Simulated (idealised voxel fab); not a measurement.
process module | voxel capacitor over wiring
cross-section cut | 265 nm wide | cells 5 nm
A cross-section is a grid of square cells, given in bands from the top down. A band is one or more rows of cells.
Each band's line starts with the height of the band's top and of its bottom, in nm. Then come its materials from left to right, each with its width in nm. One material with "throughout" fills the band from edge to edge. "air" is empty space.
Height 0 is the level under which the wafer as received is all one material. The lowest band goes on downwards, as in "0 down".
A width such as "30 to 40" changes by the same amount from each row of cells to the next, from the band's top row to its bottom row.
"no change" after a step means that no cell of the cross-section changed.
closed voids: empty space of 8 cells or more with no open way to the top, each as width x height at its distance from the left edge, in nm
after a step's settings: what the simulator itself notes on the step
overlay nm, on a step with a mask: how far to the right of its planned place the mask lay; to the left if negative
plan
1 op RECEIVE | material Si
2 op CONFORMAL_DEP | material SiO2 | thk nm 10
3 op DIRECTIONAL_DEP | material TiN | thk nm 5
4 op DIRECTIONAL_DEP | material W | thk nm 20
5 op PATTERN | tone cover | mask id METAL_1 | material resist | width nm 25 | pitch nm 75 | thk nm 20 | overlay nm 0
6 op DIRECTIONAL_ETCH | etch materials W | depth nm 20
7 op DIRECTIONAL_ETCH | etch materials TiN | depth nm 5
8 op STRIP | etch materials resist
9 op FILL_DEP | material lowk | thk nm 10
10 op CMP | height nm 35
11 op CONFORMAL_DEP | material SiCN | thk nm 5
12 op DIRECTIONAL_DEP | material lowk | thk nm 20
13 op DIRECTIONAL_DEP | material aC | thk nm 15
14 op PATTERN | tone open | mask id PLUG_1 | material resist | width nm 15 | thk nm 30 | overlay nm 0
15 op DIRECTIONAL_ETCH | etch materials aC | depth nm 15
16 op STRIP | etch materials resist
17 op DIRECTIONAL_ETCH | etch materials lowk | depth nm 20
18 op DIRECTIONAL_ETCH | etch materials SiCN | depth nm 5
19 op STRIP | etch materials aC
20 op EPI | material Ru | thk nm 10
21 op EPI | material Ru | thk nm 10
22 op EPI | material Ru | thk nm 5
23 op DIRECTIONAL_DEP | material TiN | thk nm 5
24 op DIRECTIONAL_DEP | material SiN | thk nm 5
25 op DIRECTIONAL_DEP | material TiN | thk nm 10
26 op DIRECTIONAL_DEP | material aC | thk nm 15
27 op PATTERN | tone cover | mask id UPPER_PLATE | material resist | width nm 55 | thk nm 30 | overlay nm 0
28 op DIRECTIONAL_ETCH | etch materials aC | depth nm 15
29 op STRIP | etch materials resist
30 op DIRECTIONAL_ETCH | etch materials TiN | depth nm 10
31 op DIRECTIONAL_ETCH | etch materials SiN | depth nm 5
32 op STRIP | etch materials aC
33 op MASKED_ETCH | tone cover | mask id LOWER_PLATE | width nm 65 | etch materials TiN | depth nm 5 | overlay nm 0
34 op FILL_DEP | material SiO2 | thk nm 15
35 op CMP | height nm 90
36 op DIRECTIONAL_DEP | material aC | thk nm 15
37 op PATTERN | tone open | mask id PLUG_2 | material resist | width nm 15 | thk nm 30 | overlay nm 0
38 op DIRECTIONAL_ETCH | etch materials aC | depth nm 15
39 op STRIP | etch materials resist
40 op DIRECTIONAL_ETCH | etch materials SiO2 | depth nm 10
41 op STRIP | etch materials aC
42 op CONFORMAL_DEP | material TiN | thk nm 5
43 op FILL_DEP | material W | thk nm 10
44 op CMP | height nm 90
45 op CONFORMAL_DEP | material SiCN | thk nm 5
first wafer, as planned
as received, after step 1
  0 down: Si throughout
  closed voids: none
after step 2
  10 to 0: SiO2 throughout
  below 0: unchanged
after step 3
  15 to 10: TiN throughout
  below 10: unchanged
after step 4
  35 to 15: W throughout
  below 15: unchanged
after step 5
  55 to 35: air 80 | resist 25 | air 50 | resist 25 | air 85
  below 35: unchanged
after step 6
  55 to 35: air 80 | resist 25 | air 50 | resist 25 | air 85
  35 to 15: air 80 | W 25 | air 50 | W 25 | air 85
  below 15: unchanged
after step 7
  55 to 35: air 80 | resist 25 | air 50 | resist 25 | air 85
  35 to 15: air 80 | W 25 | air 50 | W 25 | air 85
  15 to 10: air 80 | TiN 25 | air 50 | TiN 25 | air 85
  below 10: unchanged
after step 8
  35 to 15: air 80 | W 25 | air 50 | W 25 | air 85
  below 15: unchanged
after step 9
  45 to 35: lowk throughout
  35 to 15: lowk 80 | W 25 | lowk 50 | W 25 | lowk 85
  15 to 10: lowk 80 | TiN 25 | lowk 50 | TiN 25 | lowk 85
  below 10: unchanged
after step 10
  35 to 15: lowk 80 | W 25 | lowk 50 | W 25 | lowk 85
  below 15: unchanged
after step 11
  40 to 35: SiCN throughout
  below 35: unchanged
after step 12
  60 to 40: lowk throughout
  below 40: unchanged
after step 13
  75 to 60: aC throughout
  below 60: unchanged
after step 14
  105 to 75: resist 90 | air 15 | resist 160
  below 75: unchanged
after step 15
  90 to 75: resist 90 | air 15 | resist 160
  75 to 60: aC 90 | air 15 | aC 160
  below 60: unchanged
after step 16
  75 to 60: aC 90 | air 15 | aC 160
  below 60: unchanged
after step 17
  75 to 60: aC 90 | air 15 | aC 160
  60 to 40: lowk 90 | air 15 | lowk 160
  below 40: unchanged
after step 18
  75 to 60: aC 90 | air 15 | aC 160
  60 to 40: lowk 90 | air 15 | lowk 160
  40 to 35: SiCN 90 | air 15 | SiCN 160
  below 35: unchanged
after step 19
  60 to 40: lowk 90 | air 15 | lowk 160
  below 40: unchanged
after step 20
  60 to 45: lowk 90 | air 15 | lowk 160
  45 to 40: lowk 90 | Ru 15 | lowk 160
  40 to 35: SiCN 90 | Ru 15 | SiCN 160
  below 35: unchanged
after step 21
  60 to 55: lowk 90 | air 15 | lowk 160
  55 to 40: lowk 90 | Ru 15 | lowk 160
  below 40: unchanged
after step 22
  60 to 40: lowk 90 | Ru 15 | lowk 160
  below 40: unchanged
after step 23
  65 to 60: TiN throughout
  below 60: unchanged
after step 24
  70 to 65: SiN throughout
  below 65: unchanged
after step 25
  80 to 70: TiN throughout
  below 70: unchanged
after step 26
  95 to 80: aC throughout
  below 80: unchanged
after step 27
  125 to 95: air 90 | resist 55 | air 120
  below 95: unchanged
after step 28
  110 to 95: air 90 | resist 55 | air 120
  95 to 80: air 90 | aC 55 | air 120
  below 80: unchanged
after step 29
  95 to 80: air 90 | aC 55 | air 120
  below 80: unchanged
after step 30
  95 to 80: air 90 | aC 55 | air 120
  80 to 70: air 90 | TiN 55 | air 120
  below 70: unchanged
after step 31
  95 to 80: air 90 | aC 55 | air 120
  80 to 70: air 90 | TiN 55 | air 120
  70 to 65: air 90 | SiN 55 | air 120
  below 65: unchanged
after step 32
  80 to 70: air 90 | TiN 55 | air 120
  below 70: unchanged
after step 33
  80 to 70: air 90 | TiN 55 | air 120
  70 to 65: air 90 | SiN 55 | air 120
  65 to 60: air 85 | TiN 65 | air 115
  below 60: unchanged
after step 34
  95 to 80: SiO2 throughout
  80 to 70: SiO2 90 | TiN 55 | SiO2 120
  70 to 65: SiO2 90 | SiN 55 | SiO2 120
  65 to 60: SiO2 85 | TiN 65 | SiO2 115
  below 60: unchanged
after step 35
  90 to 80: SiO2 throughout
  below 80: unchanged
after step 36
  105 to 90: aC throughout
  below 90: unchanged
after step 37
  135 to 105: resist 100 | air 15 | resist 150
  below 105: unchanged
after step 38
  120 to 105: resist 100 | air 15 | resist 150
  105 to 90: aC 100 | air 15 | aC 150
  below 90: unchanged
after step 39
  105 to 90: aC 100 | air 15 | aC 150
  below 90: unchanged
after step 40
  105 to 90: aC 100 | air 15 | aC 150
  90 to 80: SiO2 100 | air 15 | SiO2 150
  below 80: unchanged
after step 41
  90 to 80: SiO2 100 | air 15 | SiO2 150
  below 80: unchanged
after step 42
  95 to 90: TiN 105 | air 5 | TiN 155
  90 to 85: SiO2 100 | TiN 5 | air 5 | TiN 5 | SiO2 150
  85 to 80: SiO2 100 | TiN 15 | SiO2 150
  below 80: unchanged
after step 43
  105 to 95: W throughout
  95 to 90: TiN 105 | W 5 | TiN 155
  90 to 85: SiO2 100 | TiN 5 | W 5 | TiN 5 | SiO2 150
  below 85: unchanged
after step 44
  90 to 85: SiO2 100 | TiN 5 | W 5 | TiN 5 | SiO2 150
  below 85: unchanged
after step 45
  95 to 90: SiCN throughout
  below 90: unchanged
second wafer: like start, like plan, one mistake. Through step 10 it matches the first wafer
when step 11 should have ended
  55 to 35: lowk throughout
  below 35: unchanged
when step 12 should have ended
  60 to 55: SiCN throughout
  below 55: unchanged
when step 13 should have ended
  75 to 60: aC throughout
  below 60: unchanged
when step 14 should have ended
  105 to 75: resist 90 | air 15 | resist 160
  below 75: unchanged
when step 15 should have ended
  90 to 75: resist 90 | air 15 | resist 160
  75 to 60: aC 90 | air 15 | aC 160
  below 60: unchanged
when step 16 should have ended
  75 to 60: aC 90 | air 15 | aC 160
  below 60: unchanged
when step 17 should have ended: no change
when step 18 should have ended
  75 to 60: aC 90 | air 15 | aC 160
  60 to 55: SiCN 90 | air 15 | SiCN 160
  below 55: unchanged
when step 19 should have ended
  60 to 55: SiCN 90 | air 15 | SiCN 160
  below 55: unchanged
when step 20 should have ended: no change
when step 21 should have ended: no change
when step 22 should have ended: no change
when step 23 should have ended
  65 to 60: TiN 90 | air 15 | TiN 160
  60 to 55: SiCN 90 | TiN 15 | SiCN 160
  below 55: unchanged
when step 24 should have ended
  70 to 65: SiN 90 | air 15 | SiN 160
  65 to 60: TiN 90 | SiN 15 | TiN 160
  below 60: unchanged
when step 25 should have ended
  80 to 75: TiN 90 | air 15 | TiN 160
  75 to 70: TiN throughout
  70 to 65: SiN 90 | TiN 15 | SiN 160
  below 65: unchanged
when step 26 should have ended
  95 to 90: aC 90 | air 15 | aC 160
  90 to 80: aC throughout
  80 to 75: TiN 90 | aC 15 | TiN 160
  below 75: unchanged
when step 27 should have ended
  125 to 95: air 90 | resist 55 | air 120
  95 to 90: aC 90 | resist 15 | aC 160
  below 90: unchanged
when step 28 should have ended
  110 to 95: air 90 | resist 55 | air 120
  95 to 90: air 90 | resist 15 | aC 40 | air 120
  90 to 80: air 90 | aC 55 | air 120
  below 80: unchanged
when step 29 should have ended
  95 to 90: air 105 | aC 40 | air 120
  below 90: unchanged
when step 30 should have ended
  95 to 90: air 105 | aC 40 | air 120
  90 to 80: air 90 | aC 55 | air 120
  80 to 75: air 90 | aC 15 | TiN 40 | air 120
  75 to 70: air 90 | TiN 55 | air 120
  below 70: unchanged
when step 31 should have ended
  95 to 90: air 105 | aC 40 | air 120
  90 to 80: air 90 | aC 55 | air 120
  80 to 75: air 90 | aC 15 | TiN 40 | air 120
  75 to 70: air 90 | TiN 55 | air 120
  70 to 65: air 90 | TiN 15 | SiN 40 | air 120
  below 65: unchanged
when step 32 should have ended
  80 to 70: air 105 to 90 | TiN 40 to 55 | air 120
  below 70: unchanged
when step 33 should have ended
  80 to 70: air 105 to 90 | TiN 40 to 55 | air 120
  70 to 65: air 90 | TiN 15 | SiN 40 | air 120
  65 to 60: air 85 | TiN 5 | SiN 15 | TiN 45 | air 115
  below 60: unchanged
when step 34 should have ended
  95 to 80: SiO2 throughout
  80 to 70: SiO2 105 to 90 | TiN 40 to 55 | SiO2 120
  70 to 65: SiO2 90 | TiN 15 | SiN 40 | SiO2 120
  65 to 60: SiO2 85 | TiN 5 | SiN 15 | TiN 45 | SiO2 115
  below 60: unchanged
when step 35 should have ended
  90 to 80: SiO2 throughout
  below 80: unchanged
when step 36 should have ended
  105 to 90: aC throughout
  below 90: unchanged
when step 37 should have ended
  135 to 105: resist 100 | air 15 | resist 150
  below 105: unchanged
when step 38 should have ended
  120 to 105: resist 100 | air 15 | resist 150
  105 to 90: aC 100 | air 15 | aC 150
  below 90: unchanged
when step 39 should have ended
  105 to 90: aC 100 | air 15 | aC 150
  below 90: unchanged
when step 40 should have ended
  105 to 90: aC 100 | air 15 | aC 150
  90 to 80: SiO2 100 | air 15 | SiO2 150
  below 80: unchanged
when step 41 should have ended
  90 to 80: SiO2 100 | air 15 | SiO2 150
  below 80: unchanged
when step 42 should have ended
  95 to 90: TiN 105 | air 5 | TiN 155
  90 to 85: SiO2 100 | TiN 5 | air 5 | TiN 5 | SiO2 150
  85 to 75: SiO2 100 to 105 | TiN 15 to 40 | SiO2 150 to 120
  below 75: unchanged
when step 43 should have ended
  105 to 95: W throughout
  95 to 90: TiN 105 | W 5 | TiN 155
  90 to 85: SiO2 100 | TiN 5 | W 5 | TiN 5 | SiO2 150
  below 85: unchanged
when step 44 should have ended
  90 to 85: SiO2 100 | TiN 5 | W 5 | TiN 5 | SiO2 150
  below 85: unchanged
when step 45 should have ended
  95 to 90: SiCN throughout
  below 90: unchanged
what went wrong: steps 11 and 12 were swapped
at the end the second wafer has, in cells: 15 fewer of Ru | 3 more of SiO2 | 12 more of lowk
